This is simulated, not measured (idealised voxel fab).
process module | voxel tone inversion
cross-section cut | 190 nm wide | cells 5 nm
A cross-section is a grid of square cells, given in bands from the top down. A band is one or more rows of cells.
Each band's line starts with the height of the band's top and of its bottom, in nm. Then come its materials from left to right, each with its width in nm. One material with "throughout" fills the band from edge to edge. "air" is empty space.
Height 0 is the level under which the wafer as received is all one material. The lowest band goes on downwards, as in "0 down".
A width such as "30 to 40" changes by the same amount from each row of cells to the next, from the band's top row to its bottom row.
"no change" after a step means that no cell of the cross-section changed.
closed voids: empty space of 8 cells or more with no open way to the top, each as width x height at its distance from the left edge, in nm
after a step's settings: what the simulator itself notes on the step
overlay nm, on a step with a mask: how far to the right of its planned place the mask lay; to the left if negative
plan
1 op RECEIVE | material Si
2 op CONFORMAL_DEP | material SiN | thk nm 5
3 op DIRECTIONAL_DEP | material aC | thk nm 20
4 op PATTERN | tone cover | mask id POSTS | material resist | width nm 25 | pitch nm 50 | thk nm 30 | overlay nm 0
5 op DIRECTIONAL_ETCH | etch materials aC | depth nm 20
6 op STRIP | etch materials resist
7 op FILL_DEP | material lowk | thk nm 10
8 op CMP | height nm 25
9 op STRIP | etch materials aC
10 op CONFORMAL_DEP | material TiN | thk nm 5
11 op FILL_DEP | material W | thk nm 10
12 op CMP | height nm 25
13 op CONFORMAL_DEP | material SiCN | thk nm 5
as received, after step 1
  0 down: Si throughout
  closed voids: none
a wafer at the end: this start, this plan, one mistake
  30 to 25: SiCN throughout
  25 to 20: SiN throughout
  20 to 0: aC throughout
  0 down: Si throughout
  closed voids: none
what went wrong: steps 2 and 3 were swapped
